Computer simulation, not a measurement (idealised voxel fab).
process module | voxel capacitor over wiring
cross-section cut | 270 nm wide | cells 5 nm
A cross-section is a grid of square cells, given in bands from the top down. A band is one or more rows of cells.
Each band's line starts with the height of the band's top and of its bottom, in nm. Then come its materials from left to right, each with its width in nm. One material with "throughout" fills the band from edge to edge. "air" is empty space.
Height 0 is the level under which the wafer as received is all one material. The lowest band goes on downwards, as in "0 down".
A width such as "30 to 40" changes by the same amount from each row of cells to the next, from the band's top row to its bottom row.
"no change" after a step means that no cell of the cross-section changed.
closed voids: empty space of 8 cells or more with no open way to the top, each as width x height at its distance from the left edge, in nm
after a step's settings: what the simulator itself notes on the step
overlay nm, on a step with a mask: how far to the right of its planned place the mask lay; to the left if negative
plan
1 op RECEIVE | material Si
2 op CONFORMAL_DEP | material SiO2 | thk nm 15
3 op CONFORMAL_DEP | material SiCN | thk nm 5
4 op DIRECTIONAL_DEP | material SiO2 | thk nm 20
5 op PATTERN | tone open | mask id METAL_1 | material resist | width nm 30 | pitch nm 80 | thk nm 20 | overlay nm 0
6 op DIRECTIONAL_ETCH | etch materials SiO2 | depth nm 20
7 op DIRECTIONAL_ETCH | etch materials SiCN | depth nm 5
8 op STRIP | etch materials resist
9 op CONFORMAL_DEP | material TiN | thk nm 5
10 op FILL_DEP | material Cu | thk nm 5
11 op CMP | height nm 40
12 op EPI | material Ru | thk nm 5
13 op FILL_DEP | material SiCN | thk nm 5
14 op DIRECTIONAL_DEP | material lowk | thk nm 20
15 op PATTERN | tone open | mask id PLUG_1 | material resist | width nm 15 | thk nm 15 | overlay nm 0
16 op DIRECTIONAL_ETCH | etch materials lowk | depth nm 20
17 op DIRECTIONAL_ETCH | etch materials SiCN | depth nm 5
18 op STRIP | etch materials resist
19 op EPI | material Ru | thk nm 10
20 op EPI | material Ru | thk nm 10
21 op EPI | material Ru | thk nm 5
22 op DIRECTIONAL_DEP | material TiN | thk nm 5
23 op DIRECTIONAL_DEP | material Al2O3 | thk nm 5
24 op DIRECTIONAL_DEP | material TiN | thk nm 10
25 op DIRECTIONAL_DEP | material aC | thk nm 15
26 op PATTERN | tone cover | mask id UPPER_PLATE | material resist | width nm 55 | thk nm 35 | overlay nm 0
27 op DIRECTIONAL_ETCH | etch materials aC | depth nm 15
28 op STRIP | etch materials resist
29 op DIRECTIONAL_ETCH | etch materials TiN | depth nm 10
30 op DIRECTIONAL_ETCH | etch materials Al2O3 | depth nm 5
31 op STRIP | etch materials aC
32 op MASKED_ETCH | tone cover | mask id LOWER_PLATE | width nm 65 | etch materials TiN | depth nm 5 | overlay nm 0
33 op FILL_DEP | material SiO2 | thk nm 20
34 op CMP | height nm 105
35 op PATTERN | tone open | mask id PLUG_2 | material resist | width nm 15 | thk nm 15 | overlay nm 0
36 op DIRECTIONAL_ETCH | etch materials SiO2 | depth nm 15
37 op STRIP | etch materials resist
38 op CONFORMAL_DEP | material TiN | thk nm 5
39 op FILL_DEP | material W | thk nm 10
40 op CMP | height nm 105
41 op CONFORMAL_DEP | material SiN | thk nm 5
varied across the wafers: width nm of step 35. The plan shows the first wafer's value. All wafers start alike
first wafer as received, after step 1
  0 down: Si throughout
  closed voids: none
first wafer at the end, after step 41
  110 to 105: SiN throughout
  105 to 95: SiO2 105 | TiN 5 | W 5 | TiN 5 | SiO2 150
  95 to 90: SiO2 105 | TiN 15 | SiO2 150
  90 to 80: SiO2 95 | TiN 55 | SiO2 120
  80 to 75: SiO2 95 | Al2O3 55 | SiO2 120
  75 to 70: SiO2 90 | TiN 65 | SiO2 115
  70 to 50: lowk 95 | Ru 15 | lowk 160
  50 to 45: SiCN 95 | Ru 15 | SiCN 160
  45 to 40: SiCN 75 | Ru 40 | SiCN 40 | Ru 40 | SiCN 75
  40 to 20: SiO2 80 | TiN 5 | Cu 20 | TiN 5 | SiO2 50 | TiN 5 | Cu 20 | TiN 5 | SiO2 80
  20 to 15: SiCN 80 | TiN 30 | SiCN 50 | TiN 30 | SiCN 80
  15 to 0: SiO2 throughout
  0 down: Si throughout
  closed voids: none
last wafer at the end
  110 to 105: SiN throughout
  105 to 95: SiO2 100 | TiN 5 | W 20 | TiN 5 | SiO2 140
  95 to 90: SiO2 100 | TiN 30 | SiO2 140
  90 to 80: SiO2 95 | TiN 55 | SiO2 120
  80 to 75: SiO2 95 | Al2O3 55 | SiO2 120
  75 to 70: SiO2 90 | TiN 65 | SiO2 115
  70 to 50: lowk 95 | Ru 15 | lowk 160
  50 to 45: SiCN 95 | Ru 15 | SiCN 160
  45 to 40: SiCN 75 | Ru 40 | SiCN 40 | Ru 40 | SiCN 75
  40 to 20: SiO2 80 | TiN 5 | Cu 20 | TiN 5 | SiO2 50 | TiN 5 | Cu 20 | TiN 5 | SiO2 80
  20 to 15: SiCN 80 | TiN 30 | SiCN 50 | TiN 30 | SiCN 80
  15 to 0: SiO2 throughout
  0 down: Si throughout
  closed voids: none
each wafer at the end: cells of each material gained (+) or lost (-) since it was received, then its closed voids
width nm 15 | +11 Al2O3 | +32 Cu | +31 Ru | +131 SiCN | +54 SiN | +653 SiO2 | +70 TiN | +2 W | +204 lowk | closed voids: none
width nm 20 | +11 Al2O3 | +32 Cu | +31 Ru | +131 SiCN | +54 SiN | +650 SiO2 | +71 TiN | +4 W | +204 lowk | closed voids: none
width nm 25 | +11 Al2O3 | +32 Cu | +31 Ru | +131 SiCN | +54 SiN | +647 SiO2 | +72 TiN | +6 W | +204 lowk | closed voids: none
width nm 30 | +11 Al2O3 | +32 Cu | +31 Ru | +131 SiCN | +54 SiN | +644 SiO2 | +73 TiN | +8 W | +204 lowk | closed voids: none
